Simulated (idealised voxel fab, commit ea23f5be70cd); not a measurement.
Process module, titled voxel transistor to metal
FYI the section here is cut, 280 nm wide, cells are 5 nm squares.
For the purposes of this document, a cross-section shall be understood as a grid of square cells, specified as bands listed in top-to-bottom order, each band consisting of one or more rows of cells. It is stipulated that each band's entry specify, in nanometres, the height of the top of the band and then that of its bottom, followed by the materials of the band in left-to-right sequence, each together with its width in nanometres. A single material marked by the word "throughout" is understood to fill the band from edge to edge; the word "blank" is understood to denote empty space. Height datum 0, below which the as-received substrate wafer is one material. Lowest band open at the bottom, running downward: "0 down". Think of "30 to 40" as a width that walks from the first number to the second as you go down the band, top row to bottom row, taking equal-sized steps from row to row. No cell of the cross-section changed in a step that is given as "stayed the same". In "Cavities, closed" the enclosed voids are listed, meaning empty spaces of 8 cells or larger without any opening to the top. The form is width x height at distance, distance from the left edge, units nm. Note: text after step settings on the step line = simulator remark on that step. Each step line may optionally specify "overlay nm", which for a step with a mask gives the rightward distance between the mask's planned place and where it lay, a negative value indicating the leftward direction.

# Process steps - plan
1,RECEIVE with material Si
2,OXIDIZE with depth nm 5
3,CONFORMAL_DEP with material SiN, thk nm 15
4,MASKED_ETCH with tone cover, mask id ACTIVE, width nm 90, pitch nm 130, etch materials SiN, depth nm 15, overlay nm 0
5,MASKED_ETCH with tone cover, mask id ACTIVE, width nm 100, pitch nm 130, etch materials SiO2, depth nm 5, overlay nm 0
6,MASKED_ETCH with tone cover, mask id ACTIVE, width nm 100, pitch nm 130, etch materials Si, depth nm 25, overlay nm 0
7,OXIDIZE with depth nm 5
8,FILL_DEP with material SiO2, thk nm 5
9,CMP with height nm 15
10,SELECTIVE_ETCH with etch materials SiO2, depth nm 15
11,STRIP with etch materials SiN
12,SELECTIVE_ETCH with etch materials SiO2, depth nm 5
13,OXIDIZE with depth nm 5
14,DIRECTIONAL_DEP with material polySi, thk nm 20
15,DIRECTIONAL_DEP with material SiCN, thk nm 10
16,MASKED_ETCH with tone cover, mask id GATE, width nm 20, pitch nm 130, etch materials SiCN, depth nm 20, overlay nm 0
17,MASKED_ETCH with tone cover, mask id GATE, width nm 20, pitch nm 130, etch materials polySi, depth nm 30, overlay nm 0
18,CONFORMAL_DEP with material SiN, thk nm 5
19,DIRECTIONAL_ETCH with etch materials SiN, depth nm 5
20,DIRECTIONAL_ETCH with etch materials SiO2, depth nm 5
21,EPI with material pSi, thk nm 5
22,FILL_DEP with material SiO2, thk nm 10
23,CMP with height nm 25
24,DIRECTIONAL_DEP with material SiO2, thk nm 10
25,DIRECTIONAL_DEP with material aC, thk nm 15
26,PATTERN with tone open, mask id CONTACT, material resist, width nm 30, thk nm 30, overlay nm 0
27,DIRECTIONAL_ETCH with etch materials aC, depth nm 15
28,STRIP with etch materials resist
29,DIRECTIONAL_ETCH with etch materials SiO2, depth nm 40
30,STRIP with etch materials aC
31,CONFORMAL_DEP with material TiN, thk nm 5
32,FILL_DEP with material W, thk nm 10
33,CMP with height nm 35
34,CONFORMAL_DEP with material SiN, thk nm 5
35,DIRECTIONAL_DEP with material SiO2, thk nm 15
36,DIRECTIONAL_DEP with material aC, thk nm 10
37,PATTERN with tone open, mask id METAL_1, material resist, width nm 15, thk nm 30, overlay nm 0
38,DIRECTIONAL_ETCH with etch materials aC, depth nm 10
39,STRIP with etch materials resist
40,DIRECTIONAL_ETCH with etch materials SiO2, depth nm 15
41,DIRECTIONAL_ETCH with etch materials SiN, depth nm 5
42,STRIP with etch materials aC
43,CONFORMAL_DEP with material TiN, thk nm 5
44,FILL_DEP with material Cu, thk nm 10
45,CMP with height nm 55
46,CONFORMAL_DEP with material SiN, thk nm 5
varied across the wafers: width nm of step 4. The plan shows the first wafer's value. All wafers start alike

# This is how the first of several wafers looked in cross-section when it arrived, which is after step 1
	0 down = Si throughout
	Cavities, closed: none

# Quick look at the cross-section of the first of several wafers after step 46, which wraps up the module
	60 to 55 = SiN throughout
	55 to 40 = SiO2: 30, TiN: 5, Cu: 5, TiN: 5, SiO2: 60, TiN: 5, Cu: 5, TiN: 5, SiO2: 40, TiN: 5, Cu: 5, TiN: 5, SiO2: 60, TiN: 5, Cu: 5, TiN: 5, SiO2: 30
	40 to 35 = SiN: 30, TiN: 15, SiN: 60, TiN: 15, SiN: 40, TiN: 15, SiN: 60, TiN: 15, SiN: 30
	35 to 25 = SiO2: 30, TiN: 5, W: 20, TiN: 5, SiO2: 30, TiN: 5, W: 20, TiN: 5, SiO2: 40, TiN: 5, W: 20, TiN: 5, SiO2: 30, TiN: 5, W: 20, TiN: 5, SiO2: 30
	25 to 15 = SiO2: 30, TiN: 5, W: 20, TiN: 5, SiN: 5, SiCN: 20, SiN: 5, TiN: 5, W: 20, TiN: 5, SiO2: 40, TiN: 5, W: 20, TiN: 5, SiN: 5, SiCN: 20, SiN: 5, TiN: 5, W: 20, TiN: 5, SiO2: 30
	15 to 0 = SiO2: 30, TiN: 5, W: 20, TiN: 5, SiN: 5, polySi: 20, SiN: 5, TiN: 5, W: 20, TiN: 5, SiO2: 40, TiN: 5, W: 20, TiN: 5, SiN: 5, polySi: 20, SiN: 5, TiN: 5, W: 20, TiN: 5, SiO2: 30
	0 to -5 = SiO2: 30, TiN: 30, SiN: 5, polySi: 20, SiN: 5, TiN: 30, SiO2: 40, TiN: 30, SiN: 5, polySi: 20, SiN: 5, TiN: 30, SiO2: 30
	-5 to -10 = SiO2: 25, pSi: 35, SiO2: 30, pSi: 35, SiO2: 30, pSi: 35, SiO2: 30, pSi: 35, SiO2: 25
	-10 to -35 = SiO2: 30, Si: 90, SiO2: 40, Si: 90, SiO2: 30
	-35 down = Si throughout
	Cavities, closed: none

# Cross-section of the last wafer at end of module
	60 to 55 = SiN throughout
	55 to 40 = SiO2: 30, TiN: 5, Cu: 5, TiN: 5, SiO2: 60, TiN: 5, Cu: 5, TiN: 5, SiO2: 40, TiN: 5, Cu: 5, TiN: 5, SiO2: 60, TiN: 5, Cu: 5, TiN: 5, SiO2: 30
	40 to 35 = SiN: 30, TiN: 15, SiN: 60, TiN: 15, SiN: 40, TiN: 15, SiN: 60, TiN: 15, SiN: 30
	35 to 25 = SiO2: 30, TiN: 5, W: 20, TiN: 5, SiO2: 30, TiN: 5, W: 20, TiN: 5, SiO2: 40, TiN: 5, W: 20, TiN: 5, SiO2: 30, TiN: 5, W: 20, TiN: 5, SiO2: 30
	25 to 15 = SiO2: 30, TiN: 5, W: 20, TiN: 5, SiN: 5, SiCN: 20, SiN: 5, TiN: 5, W: 20, TiN: 5, SiO2: 40, TiN: 5, W: 20, TiN: 5, SiN: 5, SiCN: 20, SiN: 5, TiN: 5, W: 20, TiN: 5, SiO2: 30
	15 to 0 = SiO2: 30, TiN: 5, W: 20, TiN: 5, SiN: 5, polySi: 20, SiN: 5, TiN: 5, W: 20, TiN: 5, SiO2: 40, TiN: 5, W: 20, TiN: 5, SiN: 5, polySi: 20, SiN: 5, TiN: 5, W: 20, TiN: 5, SiO2: 30
	0 to -5 = SiO2: 30, TiN: 30, SiN: 5, polySi: 20, SiN: 5, TiN: 30, SiO2: 40, TiN: 30, SiN: 5, polySi: 20, SiN: 5, TiN: 30, SiO2: 30
	-5 to -10 = SiO2: 20, pSi: 40, SiO2: 30, pSi: 45, SiO2: 15, pSi: 40, SiO2: 30, pSi: 45, SiO2: 15
	-10 to -35 = SiO2: 25, Si: 105, SiO2: 25, Si: 105, SiO2: 20
	-35 down = Si throughout
	Cavities, closed: none

# Below: a row per wafer. Contents at end of module: for every material, cells gained since receipt (+) or lost since receipt (-); then closed voids
width nm 90, +12 Cu, -212 Si, +16 SiCN, +124 SiN, +444 SiO2, +116 TiN, +112 W, +28 pSi, +32 polySi, Cavities, closed: none
width nm 95, +12 Cu, -212 Si, +16 SiCN, +124 SiN, +444 SiO2, +116 TiN, +112 W, +28 pSi, +32 polySi, Cavities, closed: none
width nm 100, +12 Cu, -212 Si, +16 SiCN, +124 SiN, +444 SiO2, +116 TiN, +112 W, +28 pSi, +32 polySi, Cavities, closed: none
width nm 105, +12 Cu, -202 Si, +16 SiCN, +124 SiN, +432 SiO2, +116 TiN, +112 W, +30 pSi, +32 polySi, Cavities, closed: none
width nm 110, +12 Cu, -192 Si, +16 SiCN, +124 SiN, +420 SiO2, +116 TiN, +112 W, +32 pSi, +32 polySi, Cavities, closed: none
width nm 115, +12 Cu, -182 Si, +16 SiCN, +124 SiN, +408 SiO2, +116 TiN, +112 W, +34 pSi, +32 polySi, Cavities, closed: none
